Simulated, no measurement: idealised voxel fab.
process module | voxel transistor to metal
cross-section cut | 145 nm wide | cells 5 nm
A cross-section is a grid of square cells, given in bands from the top down. A band is one or more rows of cells.
Each band's line starts with the height of the band's top and of its bottom, in nm. Then come its materials from left to right, each with its width in nm. One material with "throughout" fills the band from edge to edge. "air" is empty space.
Height 0 is the level under which the wafer as received is all one material. The lowest band goes on downwards, as in "0 down".
A width such as "30 to 40" changes by the same amount from each row of cells to the next, from the band's top row to its bottom row.
"no change" after a step means that no cell of the cross-section changed.
closed voids: empty space of 8 cells or more with no open way to the top, each as width x height at its distance from the left edge, in nm
after a step's settings: what the simulator itself notes on the step
overlay nm, on a step with a mask: how far to the right of its planned place the mask lay; to the left if negative
plan
1 op RECEIVE | material Si
2 op CONFORMAL_DEP | material SiO2 | thk nm 5
3 op CONFORMAL_DEP | material SiN | thk nm 15
4 op MASKED_ETCH | tone cover | mask id ACTIVE | width nm 105 | etch materials SiN | depth nm 15 | overlay nm 0
5 op MASKED_ETCH | tone cover | mask id ACTIVE | width nm 105 | etch materials SiO2 | depth nm 5 | overlay nm 0
6 op MASKED_ETCH | tone cover | mask id ACTIVE | width nm 105 | etch materials Si | depth nm 30 | overlay nm 0
7 op FILL_DEP | material SiO2 | thk nm 15
8 op CMP | height nm 20
9 op SELECTIVE_ETCH | etch materials SiO2 | depth nm 10
10 op STRIP | etch materials SiN
11 op SELECTIVE_ETCH | etch materials SiO2 | depth nm 5
12 op OXIDIZE | depth nm 5
13 op DIRECTIONAL_DEP | material polySi | thk nm 20
14 op DIRECTIONAL_DEP | material SiCN | thk nm 10
15 op MASKED_ETCH | tone cover | mask id GATE | width nm 15 | etch materials SiCN | depth nm 20 | overlay nm 0
16 op MASKED_ETCH | tone cover | mask id GATE | width nm 15 | etch materials polySi | depth nm 30 | overlay nm 0
17 op CONFORMAL_DEP | material SiO2 | thk nm 5
18 op DIRECTIONAL_ETCH | etch materials SiO2 | depth nm 5
19 op CONFORMAL_DEP | material SiN | thk nm 5
20 op DIRECTIONAL_ETCH | etch materials SiN | depth nm 5
21 op DIRECTIONAL_ETCH | etch materials SiO2 | depth nm 5
22 op DIRECTIONAL_ETCH | etch materials Si | depth nm 10
23 op EPI | material SiGe | thk nm 15
24 op FILL_DEP | material SiO2 | thk nm 10
25 op CMP | height nm 30
26 op DIRECTIONAL_DEP | material SiO2 | thk nm 15
27 op MASKED_ETCH | tone open | mask id CONTACT | width nm 30 | pitch nm 55 | etch materials SiO2 | depth nm 35 | overlay nm 0
28 op CONFORMAL_DEP | material TiN | thk nm 5
29 op FILL_DEP | material W | thk nm 5
30 op CMP | height nm 45
31 op CONFORMAL_DEP | material SiN | thk nm 5
32 op DIRECTIONAL_DEP | material SiO2 | thk nm 20
33 op DIRECTIONAL_DEP | material aC | thk nm 10
34 op PATTERN | tone open | mask id METAL_1 | material resist | width nm 15 | pitch nm 70 | thk nm 30 | overlay nm 0
35 op DIRECTIONAL_ETCH | etch materials aC | depth nm 10
36 op STRIP | etch materials resist
37 op DIRECTIONAL_ETCH | etch materials SiO2 | depth nm 20
38 op DIRECTIONAL_ETCH | etch materials SiN | depth nm 5
39 op STRIP | etch materials aC
40 op CONFORMAL_DEP | material TiN | thk nm 5
41 op FILL_DEP | material W | thk nm 10
42 op CMP | height nm 70
43 op CONFORMAL_DEP | material SiCN | thk nm 5
44 op DIRECTIONAL_DEP | material lowk | thk nm 35
45 op MASKED_ETCH | tone open | mask id METAL_2 | width nm 15 | pitch nm 70 | etch materials lowk | depth nm 20 | overlay nm 0
46 op DIRECTIONAL_DEP | material aC | thk nm 15
47 op PATTERN | tone open | mask id METAL_2_HOLES | material resist | width nm 15 | pitch nm 70 | thk nm 30 | overlay nm 0
48 op DIRECTIONAL_ETCH | etch materials aC | depth nm 15
49 op STRIP | etch materials resist
50 op DIRECTIONAL_ETCH | etch materials lowk | depth nm 15
51 op DIRECTIONAL_ETCH | etch materials SiCN | depth nm 5
52 op STRIP | etch materials aC
53 op CONFORMAL_DEP | material TiN | thk nm 5
54 op FILL_DEP | material Ru | thk nm 10
55 op CMP | height nm 110
56 op CONFORMAL_DEP | material SiN | thk nm 5
first wafer, as planned
as received, after step 1
  0 down: Si throughout
  closed voids: none
after step 2
  5 to 0: SiO2 throughout
  below 0: unchanged
after step 3
  20 to 5: SiN throughout
  below 5: unchanged
after step 4
  20 to 5: air 20 | SiN 105 | air 20
  below 5: unchanged
after step 5
  20 to 5: air 20 | SiN 105 | air 20
  5 to 0: air 20 | SiO2 105 | air 20
  below 0: unchanged
after step 6
  20 to 5: air 20 | SiN 105 | air 20
  5 to 0: air 20 | SiO2 105 | air 20
  0 to -30: air 20 | Si 105 | air 20
  below -30: unchanged
after step 7
  35 to 20: SiO2 throughout
  20 to 5: SiO2 20 | SiN 105 | SiO2 20
  5 to 0: SiO2 throughout
  0 to -30: SiO2 20 | Si 105 | SiO2 20
  below -30: unchanged
after step 8
  20 to 5: SiO2 20 | SiN 105 | SiO2 20
  below 5: unchanged
after step 9
  20 to 10: air 20 | SiN 105 | air 20
  below 10: unchanged
after step 10
  10 to 5: SiO2 20 | air 105 | SiO2 20
  below 5: unchanged
after step 11
  5 to 0: SiO2 15 | air 115 | SiO2 15
  below 0: unchanged
after step 12
  5 to 0: SiO2 15 | air 115 | SiO2 15
  0 to -5: SiO2 throughout
  below -5: unchanged
after step 13
  25 to 20: polySi 15 | air 115 | polySi 15
  20 to 5: polySi throughout
  5 to 0: SiO2 15 | polySi 115 | SiO2 15
  below 0: unchanged
after step 14
  35 to 30: SiCN 15 | air 115 | SiCN 15
  30 to 25: SiCN throughout
  25 to 20: polySi 15 | SiCN 115 | polySi 15
  below 20: unchanged
after step 15
  30 to 25: air 65 | SiCN 15 | air 65
  25 to 20: polySi 15 | air 50 | SiCN 15 | air 50 | polySi 15
  below 20: unchanged
after step 16
  30 to 20: air 65 | SiCN 15 | air 65
  20 to 5: air 65 | polySi 15 | air 65
  5 to 0: SiO2 15 | air 50 | polySi 15 | air 50 | SiO2 15
  below 0: unchanged
after step 17
  35 to 30: air 60 | SiO2 25 | air 60
  30 to 20: air 60 | SiO2 5 | SiCN 15 | SiO2 5 | air 60
  20 to 10: air 60 | SiO2 5 | polySi 15 | SiO2 5 | air 60
  10 to 5: SiO2 20 | air 40 | SiO2 5 | polySi 15 | SiO2 5 | air 40 | SiO2 20
  5 to 0: SiO2 65 | polySi 15 | SiO2 65
  below 0: unchanged
after step 18
  30 to 20: air 60 | SiO2 5 | SiCN 15 | SiO2 5 | air 60
  20 to 5: air 60 | SiO2 5 | polySi 15 | SiO2 5 | air 60
  5 to 0: SiO2 20 | air 40 | SiO2 5 | polySi 15 | SiO2 5 | air 40 | SiO2 20
  below 0: unchanged
after step 19
  35 to 30: air 55 | SiN 35 | air 55
  30 to 20: air 55 | SiN 5 | SiO2 5 | SiCN 15 | SiO2 5 | SiN 5 | air 55
  20 to 10: air 55 | SiN 5 | SiO2 5 | polySi 15 | SiO2 5 | SiN 5 | air 55
  10 to 5: SiN 25 | air 30 | SiN 5 | SiO2 5 | polySi 15 | SiO2 5 | SiN 5 | air 30 | SiN 25
  5 to 0: SiO2 20 | SiN 40 | SiO2 5 | polySi 15 | SiO2 5 | SiN 40 | SiO2 20
  below 0: unchanged
after step 20
  30 to 20: air 55 | SiN 5 | SiO2 5 | SiCN 15 | SiO2 5 | SiN 5 | air 55
  20 to 5: air 55 | SiN 5 | SiO2 5 | polySi 15 | SiO2 5 | SiN 5 | air 55
  5 to 0: SiO2 20 | SiN 5 | air 30 | SiN 5 | SiO2 5 | polySi 15 | SiO2 5 | SiN 5 | air 30 | SiN 5 | SiO2 20
  below 0: unchanged
after step 21
  30 to 25: air 55 | SiN 5 | air 5 | SiCN 15 | air 5 | SiN 5 | air 55
  25 to 20: air 55 | SiN 5 | SiO2 5 | SiCN 15 | SiO2 5 | SiN 5 | air 55
  20 to 5: air 55 | SiN 5 | SiO2 5 | polySi 15 | SiO2 5 | SiN 5 | air 55
  5 to 0: air 20 | SiN 5 | air 30 | SiN 5 | SiO2 5 | polySi 15 | SiO2 5 | SiN 5 | air 30 | SiN 5 | air 20
  0 to -5: SiO2 25 | air 30 | SiO2 35 | air 30 | SiO2 25
  below -5: unchanged
after step 22
  30 to 25: air 55 | SiN 5 | air 5 | SiCN 15 | air 5 | SiN 5 | air 55
  25 to 20: air 55 | SiN 5 | SiO2 5 | SiCN 15 | SiO2 5 | SiN 5 | air 55
  20 to 5: air 55 | SiN 5 | SiO2 5 | polySi 15 | SiO2 5 | SiN 5 | air 55
  5 to 0: air 20 | SiN 5 | air 30 | SiN 5 | SiO2 5 | polySi 15 | SiO2 5 | SiN 5 | air 30 | SiN 5 | air 20
  0 to -5: SiO2 25 | air 30 | SiO2 35 | air 30 | SiO2 25
  -5 to -15: SiO2 20 | Si 5 | air 30 | Si 35 | air 30 | Si 5 | SiO2 20
  below -15: unchanged
after step 23
  30 to 25: air 55 | SiN 5 | air 5 | SiCN 15 | air 5 | SiN 5 | air 55
  25 to 20: air 55 | SiN 5 | SiO2 5 | SiCN 15 | SiO2 5 | SiN 5 | air 55
  20 to 10: air 55 | SiN 5 | SiO2 5 | polySi 15 | SiO2 5 | SiN 5 | air 55
  10 to 5: air 20 | SiGe 35 | SiN 5 | SiO2 5 | polySi 15 | SiO2 5 | SiN 5 | SiGe 35 | air 20
  5 to 0: air 20 | SiN 5 | SiGe 30 | SiN 5 | SiO2 5 | polySi 15 | SiO2 5 | SiN 5 | SiGe 30 | SiN 5 | air 20
  0 to -5: SiO2 25 | SiGe 30 | SiO2 35 | SiGe 30 | SiO2 25
  -5 to -15: SiO2 20 | Si 5 | SiGe 30 | Si 35 | SiGe 30 | Si 5 | SiO2 20
  below -15: unchanged
after step 24
  40 to 30: SiO2 throughout
  30 to 20: SiO2 55 | SiN 5 | SiO2 5 | SiCN 15 | SiO2 5 | SiN 5 | SiO2 55
  20 to 10: SiO2 55 | SiN 5 | SiO2 5 | polySi 15 | SiO2 5 | SiN 5 | SiO2 55
  10 to 5: SiO2 20 | SiGe 35 | SiN 5 | SiO2 5 | polySi 15 | SiO2 5 | SiN 5 | SiGe 35 | SiO2 20
  5 to 0: SiO2 20 | SiN 5 | SiGe 30 | SiN 5 | SiO2 5 | polySi 15 | SiO2 5 | SiN 5 | SiGe 30 | SiN 5 | SiO2 20
  below 0: unchanged
after step 25
  30 to 20: SiO2 55 | SiN 5 | SiO2 5 | SiCN 15 | SiO2 5 | SiN 5 | SiO2 55
  below 20: unchanged
after step 26
  45 to 30: SiO2 throughout
  below 30: unchanged
after step 27
  45 to 30: SiO2 30 | air 30 | SiO2 25 | air 30 | SiO2 30
  30 to 20: SiO2 30 | air 25 | SiN 5 | SiO2 5 | SiCN 15 | SiO2 5 | SiN 5 | air 25 | SiO2 30
  20 to 10: SiO2 30 | air 25 | SiN 5 | SiO2 5 | polySi 15 | SiO2 5 | SiN 5 | air 25 | SiO2 30
  below 10: unchanged
after step 28
  50 to 45: TiN 35 | air 20 | TiN 35 | air 20 | TiN 35
  45 to 35: SiO2 30 | TiN 5 | air 20 | TiN 5 | SiO2 25 | TiN 5 | air 20 | TiN 5 | SiO2 30
  35 to 30: SiO2 30 | TiN 5 | air 15 | TiN 10 | SiO2 25 | TiN 10 | air 15 | TiN 5 | SiO2 30
  30 to 20: SiO2 30 | TiN 5 | air 15 | TiN 5 | SiN 5 | SiO2 5 | SiCN 15 | SiO2 5 | SiN 5 | TiN 5 | air 15 | TiN 5 | SiO2 30
  20 to 15: SiO2 30 | TiN 5 | air 15 | TiN 5 | SiN 5 | SiO2 5 | polySi 15 | SiO2 5 | SiN 5 | TiN 5 | air 15 | TiN 5 | SiO2 30
  15 to 10: SiO2 30 | TiN 25 | SiN 5 | SiO2 5 | polySi 15 | SiO2 5 | SiN 5 | TiN 25 | SiO2 30
  below 10: unchanged
after step 29
  55 to 50: W throughout
  50 to 45: TiN 35 | W 20 | TiN 35 | W 20 | TiN 35
  45 to 35: SiO2 30 | TiN 5 | W 20 | TiN 5 | SiO2 25 | TiN 5 | W 20 | TiN 5 | SiO2 30
  35 to 30: SiO2 30 | TiN 5 | W 15 | TiN 10 | SiO2 25 | TiN 10 | W 15 | TiN 5 | SiO2 30
  30 to 20: SiO2 30 | TiN 5 | W 15 | TiN 5 | SiN 5 | SiO2 5 | SiCN 15 | SiO2 5 | SiN 5 | TiN 5 | W 15 | TiN 5 | SiO2 30
  20 to 15: SiO2 30 | TiN 5 | W 15 | TiN 5 | SiN 5 | SiO2 5 | polySi 15 | SiO2 5 | SiN 5 | TiN 5 | W 15 | TiN 5 | SiO2 30
  below 15: unchanged
after step 30
  45 to 35: SiO2 30 | TiN 5 | W 20 | TiN 5 | SiO2 25 | TiN 5 | W 20 | TiN 5 | SiO2 30
  below 35: unchanged
after step 31
  50 to 45: SiN throughout
  below 45: unchanged
after step 32
  70 to 50: SiO2 throughout
  below 50: unchanged
after step 33
  80 to 70: aC throughout
  below 70: unchanged
after step 34
  110 to 80: resist 30 | air 15 | resist 55 | air 15 | resist 30
  below 80: unchanged
after step 35
  100 to 80: resist 30 | air 15 | resist 55 | air 15 | resist 30
  80 to 70: aC 30 | air 15 | aC 55 | air 15 | aC 30
  below 70: unchanged
after step 36
  80 to 70: aC 30 | air 15 | aC 55 | air 15 | aC 30
  below 70: unchanged
after step 37
  80 to 70: aC 30 | air 15 | aC 55 | air 15 | aC 30
  70 to 50: SiO2 30 | air 15 | SiO2 55 | air 15 | SiO2 30
  below 50: unchanged
after step 38
  80 to 70: aC 30 | air 15 | aC 55 | air 15 | aC 30
  70 to 50: SiO2 30 | air 15 | SiO2 55 | air 15 | SiO2 30
  50 to 45: SiN 30 | air 15 | SiN 55 | air 15 | SiN 30
  below 45: unchanged
after step 39
  70 to 50: SiO2 30 | air 15 | SiO2 55 | air 15 | SiO2 30
  below 50: unchanged
after step 40
  75 to 70: TiN 35 | air 5 | TiN 65 | air 5 | TiN 35
  70 to 50: SiO2 30 | TiN 5 | air 5 | TiN 5 | SiO2 55 | TiN 5 | air 5 | TiN 5 | SiO2 30
  50 to 45: SiN 30 | TiN 15 | SiN 55 | TiN 15 | SiN 30
  below 45: unchanged
after step 41
  85 to 75: W throughout
  75 to 70: TiN 35 | W 5 | TiN 65 | W 5 | TiN 35
  70 to 50: SiO2 30 | TiN 5 | W 5 | TiN 5 | SiO2 55 | TiN 5 | W 5 | TiN 5 | SiO2 30
  below 50: unchanged
after step 42
  70 to 50: SiO2 30 | TiN 5 | W 5 | TiN 5 | SiO2 55 | TiN 5 | W 5 | TiN 5 | SiO2 30
  below 50: unchanged
after step 43
  75 to 70: SiCN throughout
  below 70: unchanged
after step 44
  110 to 75: lowk throughout
  below 75: unchanged
after step 45
  110 to 90: lowk 30 | air 15 | lowk 55 | air 15 | lowk 30
  below 90: unchanged
after step 46
  125 to 110: aC 30 | air 15 | aC 55 | air 15 | aC 30
  110 to 105: lowk 30 | air 15 | lowk 55 | air 15 | lowk 30
  105 to 90: lowk 30 | aC 15 | lowk 55 | aC 15 | lowk 30
  below 90: unchanged
after step 47
  155 to 125: resist 30 | air 15 | resist 55 | air 15 | resist 30
  below 125: unchanged
after step 48
  140 to 125: resist 30 | air 15 | resist 55 | air 15 | resist 30
  125 to 110: aC 30 | air 15 | aC 55 | air 15 | aC 30
  110 to 90: lowk 30 | air 15 | lowk 55 | air 15 | lowk 30
  below 90: unchanged
after step 49
  125 to 110: aC 30 | air 15 | aC 55 | air 15 | aC 30
  below 110: unchanged
after step 50
  125 to 110: aC 30 | air 15 | aC 55 | air 15 | aC 30
  110 to 75: lowk 30 | air 15 | lowk 55 | air 15 | lowk 30
  below 75: unchanged
after step 51
  125 to 110: aC 30 | air 15 | aC 55 | air 15 | aC 30
  110 to 75: lowk 30 | air 15 | lowk 55 | air 15 | lowk 30
  75 to 70: SiCN 30 | air 15 | SiCN 55 | air 15 | SiCN 30
  below 70: unchanged
after step 52
  110 to 75: lowk 30 | air 15 | lowk 55 | air 15 | lowk 30
  below 75: unchanged
after step 53
  115 to 110: TiN 35 | air 5 | TiN 65 | air 5 | TiN 35
  110 to 75: lowk 30 | TiN 5 | air 5 | TiN 5 | lowk 55 | TiN 5 | air 5 | TiN 5 | lowk 30
  75 to 70: SiCN 30 | TiN 15 | SiCN 55 | TiN 15 | SiCN 30
  below 70: unchanged
after step 54
  125 to 115: Ru throughout
  115 to 110: TiN 35 | Ru 5 | TiN 65 | Ru 5 | TiN 35
  110 to 75: lowk 30 | TiN 5 | Ru 5 | TiN 5 | lowk 55 | TiN 5 | Ru 5 | TiN 5 | lowk 30
  below 75: unchanged
after step 55
  110 to 75: lowk 30 | TiN 5 | Ru 5 | TiN 5 | lowk 55 | TiN 5 | Ru 5 | TiN 5 | lowk 30
  below 75: unchanged
after step 56
  115 to 110: SiN throughout
  below 110: unchanged
second wafer: like start, like plan, one mistake. Through step 3 it matches the first wafer
when step 4 should have ended
  20 to 5: air 20 | SiN 110 | air 15
  below 5: unchanged
when step 5 should have ended
  20 to 5: air 20 | SiN 110 | air 15
  5 to 0: air 20 | SiO2 110 | air 15
  below 0: unchanged
when step 6 should have ended
  20 to 5: air 20 | SiN 110 | air 15
  5 to 0: air 20 | SiO2 110 | air 15
  0 to -30: air 20 | Si 110 | air 15
  below -30: unchanged
when step 7 should have ended
  35 to 20: SiO2 throughout
  20 to 5: SiO2 20 | SiN 110 | SiO2 15
  5 to 0: SiO2 throughout
  0 to -30: SiO2 20 | Si 110 | SiO2 15
  below -30: unchanged
when step 8 should have ended
  20 to 5: SiO2 20 | SiN 110 | SiO2 15
  below 5: unchanged
when step 9 should have ended
  20 to 10: air 20 | SiN 110 | air 15
  below 10: unchanged
when step 10 should have ended
  10 to 5: SiO2 20 | air 110 | SiO2 15
  below 5: unchanged
when step 11 should have ended
  5 to 0: SiO2 15 | air 120 | SiO2 10
  below 0: unchanged
when step 12 should have ended
  5 to 0: SiO2 15 | air 120 | SiO2 10
  0 to -5: SiO2 throughout
  below -5: unchanged
when step 13 should have ended
  25 to 20: polySi 15 | air 120 | polySi 10
  20 to 5: polySi throughout
  5 to 0: SiO2 15 | polySi 120 | SiO2 10
  below 0: unchanged
when step 14 should have ended
  35 to 30: SiCN 15 | air 120 | SiCN 10
  30 to 25: SiCN throughout
  25 to 20: polySi 15 | SiCN 120 | polySi 10
  below 20: unchanged
when step 15 should have ended
  30 to 25: air 65 | SiCN 15 | air 65
  25 to 20: polySi 15 | air 50 | SiCN 15 | air 55 | polySi 10
  below 20: unchanged
when step 16 should have ended
  30 to 20: air 65 | SiCN 15 | air 65
  20 to 5: air 65 | polySi 15 | air 65
  5 to 0: SiO2 15 | air 50 | polySi 15 | air 55 | SiO2 10
  below 0: unchanged
when step 17 should have ended
  35 to 30: air 60 | SiO2 25 | air 60
  30 to 20: air 60 | SiO2 5 | SiCN 15 | SiO2 5 | air 60
  20 to 10: air 60 | SiO2 5 | polySi 15 | SiO2 5 | air 60
  10 to 5: SiO2 20 | air 40 | SiO2 5 | polySi 15 | SiO2 5 | air 45 | SiO2 15
  5 to 0: SiO2 65 | polySi 15 | SiO2 65
  below 0: unchanged
when step 18 should have ended
  30 to 20: air 60 | SiO2 5 | SiCN 15 | SiO2 5 | air 60
  20 to 5: air 60 | SiO2 5 | polySi 15 | SiO2 5 | air 60
  5 to 0: SiO2 20 | air 40 | SiO2 5 | polySi 15 | SiO2 5 | air 45 | SiO2 15
  below 0: unchanged
when step 19 should have ended
  35 to 30: air 55 | SiN 35 | air 55
  30 to 20: air 55 | SiN 5 | SiO2 5 | SiCN 15 | SiO2 5 | SiN 5 | air 55
  20 to 10: air 55 | SiN 5 | SiO2 5 | polySi 15 | SiO2 5 | SiN 5 | air 55
  10 to 5: SiN 25 | air 30 | SiN 5 | SiO2 5 | polySi 15 | SiO2 5 | SiN 5 | air 35 | SiN 20
  5 to 0: SiO2 20 | SiN 40 | SiO2 5 | polySi 15 | SiO2 5 | SiN 45 | SiO2 15
  below 0: unchanged
when step 20 should have ended
  30 to 20: air 55 | SiN 5 | SiO2 5 | SiCN 15 | SiO2 5 | SiN 5 | air 55
  20 to 5: air 55 | SiN 5 | SiO2 5 | polySi 15 | SiO2 5 | SiN 5 | air 55
  5 to 0: SiO2 20 | SiN 5 | air 30 | SiN 5 | SiO2 5 | polySi 15 | SiO2 5 | SiN 5 | air 35 | SiN 5 | SiO2 15
  below 0: unchanged
when step 21 should have ended
  30 to 25: air 55 | SiN 5 | air 5 | SiCN 15 | air 5 | SiN 5 | air 55
  25 to 20: air 55 | SiN 5 | SiO2 5 | SiCN 15 | SiO2 5 | SiN 5 | air 55
  20 to 5: air 55 | SiN 5 | SiO2 5 | polySi 15 | SiO2 5 | SiN 5 | air 55
  5 to 0: air 20 | SiN 5 | air 30 | SiN 5 | SiO2 5 | polySi 15 | SiO2 5 | SiN 5 | air 35 | SiN 5 | air 15
  0 to -5: SiO2 25 | air 30 | SiO2 35 | air 35 | SiO2 20
  below -5: unchanged
when step 22 should have ended
  30 to 25: air 55 | SiN 5 | air 5 | SiCN 15 | air 5 | SiN 5 | air 55
  25 to 20: air 55 | SiN 5 | SiO2 5 | SiCN 15 | SiO2 5 | SiN 5 | air 55
  20 to 5: air 55 | SiN 5 | SiO2 5 | polySi 15 | SiO2 5 | SiN 5 | air 55
  5 to 0: air 20 | SiN 5 | air 30 | SiN 5 | SiO2 5 | polySi 15 | SiO2 5 | SiN 5 | air 35 | SiN 5 | air 15
  0 to -5: SiO2 25 | air 30 | SiO2 35 | air 35 | SiO2 20
  -5 to -15: SiO2 20 | Si 5 | air 30 | Si 35 | air 35 | Si 5 | SiO2 15
  below -15: unchanged
when step 23 should have ended
  30 to 25: air 55 | SiN 5 | air 5 | SiCN 15 | air 5 | SiN 5 | air 55
  25 to 20: air 55 | SiN 5 | SiO2 5 | SiCN 15 | SiO2 5 | SiN 5 | air 55
  20 to 10: air 55 | SiN 5 | SiO2 5 | polySi 15 | SiO2 5 | SiN 5 | air 55
  10 to 5: air 20 | SiGe 35 | SiN 5 | SiO2 5 | polySi 15 | SiO2 5 | SiN 5 | SiGe 15 | air 5 | SiGe 20 | air 15
  5 to 0: air 20 | SiN 5 | SiGe 30 | SiN 5 | SiO2 5 | polySi 15 | SiO2 5 | SiN 5 | SiGe 15 | air 5 | SiGe 15 | SiN 5 | air 15
  0 to -5: SiO2 25 | SiGe 30 | SiO2 35 | SiGe 35 | SiO2 20
  -5 to -15: SiO2 20 | Si 5 | SiGe 30 | Si 35 | SiGe 35 | Si 5 | SiO2 15
  below -15: unchanged
when step 24 should have ended
  40 to 30: SiO2 throughout
  30 to 20: SiO2 55 | SiN 5 | SiO2 5 | SiCN 15 | SiO2 5 | SiN 5 | SiO2 55
  20 to 10: SiO2 55 | SiN 5 | SiO2 5 | polySi 15 | SiO2 5 | SiN 5 | SiO2 55
  10 to 5: SiO2 20 | SiGe 35 | SiN 5 | SiO2 5 | polySi 15 | SiO2 5 | SiN 5 | SiGe 15 | SiO2 5 | SiGe 20 | SiO2 15
  5 to 0: SiO2 20 | SiN 5 | SiGe 30 | SiN 5 | SiO2 5 | polySi 15 | SiO2 5 | SiN 5 | SiGe 15 | SiO2 5 | SiGe 15 | SiN 5 | SiO2 15
  below 0: unchanged
when step 25 should have ended
  30 to 20: SiO2 55 | SiN 5 | SiO2 5 | SiCN 15 | SiO2 5 | SiN 5 | SiO2 55
  below 20: unchanged
when step 26 should have ended
  45 to 30: SiO2 throughout
  below 30: unchanged
when step 27 should have ended
  45 to 30: SiO2 30 | air 30 | SiO2 25 | air 30 | SiO2 30
  30 to 20: SiO2 30 | air 25 | SiN 5 | SiO2 5 | SiCN 15 | SiO2 5 | SiN 5 | air 25 | SiO2 30
  20 to 10: SiO2 30 | air 25 | SiN 5 | SiO2 5 | polySi 15 | SiO2 5 | SiN 5 | air 25 | SiO2 30
  below 10: unchanged
when step 28 should have ended
  50 to 45: TiN 35 | air 20 | TiN 35 | air 20 | TiN 35
  45 to 35: SiO2 30 | TiN 5 | air 20 | TiN 5 | SiO2 25 | TiN 5 | air 20 | TiN 5 | SiO2 30
  35 to 30: SiO2 30 | TiN 5 | air 15 | TiN 10 | SiO2 25 | TiN 10 | air 15 | TiN 5 | SiO2 30
  30 to 20: SiO2 30 | TiN 5 | air 15 | TiN 5 | SiN 5 | SiO2 5 | SiCN 15 | SiO2 5 | SiN 5 | TiN 5 | air 15 | TiN 5 | SiO2 30
  20 to 15: SiO2 30 | TiN 5 | air 15 | TiN 5 | SiN 5 | SiO2 5 | polySi 15 | SiO2 5 | SiN 5 | TiN 5 | air 15 | TiN 5 | SiO2 30
  15 to 10: SiO2 30 | TiN 25 | SiN 5 | SiO2 5 | polySi 15 | SiO2 5 | SiN 5 | TiN 25 | SiO2 30
  below 10: unchanged
when step 29 should have ended
  55 to 50: W throughout
  50 to 45: TiN 35 | W 20 | TiN 35 | W 20 | TiN 35
  45 to 35: SiO2 30 | TiN 5 | W 20 | TiN 5 | SiO2 25 | TiN 5 | W 20 | TiN 5 | SiO2 30
  35 to 30: SiO2 30 | TiN 5 | W 15 | TiN 10 | SiO2 25 | TiN 10 | W 15 | TiN 5 | SiO2 30
  30 to 20: SiO2 30 | TiN 5 | W 15 | TiN 5 | SiN 5 | SiO2 5 | SiCN 15 | SiO2 5 | SiN 5 | TiN 5 | W 15 | TiN 5 | SiO2 30
  20 to 15: SiO2 30 | TiN 5 | W 15 | TiN 5 | SiN 5 | SiO2 5 | polySi 15 | SiO2 5 | SiN 5 | TiN 5 | W 15 | TiN 5 | SiO2 30
  below 15: unchanged
when step 30 should have ended
  45 to 35: SiO2 30 | TiN 5 | W 20 | TiN 5 | SiO2 25 | TiN 5 | W 20 | TiN 5 | SiO2 30
  below 35: unchanged
when step 31 should have ended
  50 to 45: SiN throughout
  below 45: unchanged
when step 32 should have ended
  70 to 50: SiO2 throughout
  below 50: unchanged
when step 33 should have ended
  80 to 70: aC throughout
  below 70: unchanged
when step 34 should have ended
  110 to 80: resist 30 | air 15 | resist 55 | air 15 | resist 30
  below 80: unchanged
when step 35 should have ended
  100 to 80: resist 30 | air 15 | resist 55 | air 15 | resist 30
  80 to 70: aC 30 | air 15 | aC 55 | air 15 | aC 30
  below 70: unchanged
when step 36 should have ended
  80 to 70: aC 30 | air 15 | aC 55 | air 15 | aC 30
  below 70: unchanged
when step 37 should have ended
  80 to 70: aC 30 | air 15 | aC 55 | air 15 | aC 30
  70 to 50: SiO2 30 | air 15 | SiO2 55 | air 15 | SiO2 30
  below 50: unchanged
when step 38 should have ended
  80 to 70: aC 30 | air 15 | aC 55 | air 15 | aC 30
  70 to 50: SiO2 30 | air 15 | SiO2 55 | air 15 | SiO2 30
  50 to 45: SiN 30 | air 15 | SiN 55 | air 15 | SiN 30
  below 45: unchanged
when step 39 should have ended
  70 to 50: SiO2 30 | air 15 | SiO2 55 | air 15 | SiO2 30
  below 50: unchanged
when step 40 should have ended
  75 to 70: TiN 35 | air 5 | TiN 65 | air 5 | TiN 35
  70 to 50: SiO2 30 | TiN 5 | air 5 | TiN 5 | SiO2 55 | TiN 5 | air 5 | TiN 5 | SiO2 30
  50 to 45: SiN 30 | TiN 15 | SiN 55 | TiN 15 | SiN 30
  below 45: unchanged
when step 41 should have ended
  85 to 75: W throughout
  75 to 70: TiN 35 | W 5 | TiN 65 | W 5 | TiN 35
  70 to 50: SiO2 30 | TiN 5 | W 5 | TiN 5 | SiO2 55 | TiN 5 | W 5 | TiN 5 | SiO2 30
  below 50: unchanged
when step 42 should have ended
  70 to 50: SiO2 30 | TiN 5 | W 5 | TiN 5 | SiO2 55 | TiN 5 | W 5 | TiN 5 | SiO2 30
  below 50: unchanged
when step 43 should have ended
  75 to 70: SiCN throughout
  below 70: unchanged
when step 44 should have ended
  110 to 75: lowk throughout
  below 75: unchanged
when step 45 should have ended
  110 to 90: lowk 30 | air 15 | lowk 55 | air 15 | lowk 30
  below 90: unchanged
when step 46 should have ended
  125 to 110: aC 30 | air 15 | aC 55 | air 15 | aC 30
  110 to 105: lowk 30 | air 15 | lowk 55 | air 15 | lowk 30
  105 to 90: lowk 30 | aC 15 | lowk 55 | aC 15 | lowk 30
  below 90: unchanged
when step 47 should have ended
  155 to 125: resist 30 | air 15 | resist 55 | air 15 | resist 30
  below 125: unchanged
when step 48 should have ended
  140 to 125: resist 30 | air 15 | resist 55 | air 15 | resist 30
  125 to 110: aC 30 | air 15 | aC 55 | air 15 | aC 30
  110 to 90: lowk 30 | air 15 | lowk 55 | air 15 | lowk 30
  below 90: unchanged
when step 49 should have ended
  125 to 110: aC 30 | air 15 | aC 55 | air 15 | aC 30
  below 110: unchanged
when step 50 should have ended
  125 to 110: aC 30 | air 15 | aC 55 | air 15 | aC 30
  110 to 75: lowk 30 | air 15 | lowk 55 | air 15 | lowk 30
  below 75: unchanged
when step 51 should have ended
  125 to 110: aC 30 | air 15 | aC 55 | air 15 | aC 30
  110 to 75: lowk 30 | air 15 | lowk 55 | air 15 | lowk 30
  75 to 70: SiCN 30 | air 15 | SiCN 55 | air 15 | SiCN 30
  below 70: unchanged
when step 52 should have ended
  110 to 75: lowk 30 | air 15 | lowk 55 | air 15 | lowk 30
  below 75: unchanged
when step 53 should have ended
  115 to 110: TiN 35 | air 5 | TiN 65 | air 5 | TiN 35
  110 to 75: lowk 30 | TiN 5 | air 5 | TiN 5 | lowk 55 | TiN 5 | air 5 | TiN 5 | lowk 30
  75 to 70: SiCN 30 | TiN 15 | SiCN 55 | TiN 15 | SiCN 30
  below 70: unchanged
when step 54 should have ended
  125 to 115: Ru throughout
  115 to 110: TiN 35 | Ru 5 | TiN 65 | Ru 5 | TiN 35
  110 to 75: lowk 30 | TiN 5 | Ru 5 | TiN 5 | lowk 55 | TiN 5 | Ru 5 | TiN 5 | lowk 30
  below 75: unchanged
when step 55 should have ended
  110 to 75: lowk 30 | TiN 5 | Ru 5 | TiN 5 | lowk 55 | TiN 5 | Ru 5 | TiN 5 | lowk 30
  below 75: unchanged
when step 56 should have ended
  115 to 110: SiN throughout
  below 110: unchanged
what went wrong: step 4 ran as: op MASKED_ETCH | tone cover | mask id ACTIVE | width nm 110 | etch materials SiN | depth nm 15 | overlay nm 0
at the end the second wafer has, in cells: 3 more of Si | 3 more of SiGe | 6 fewer of SiO2
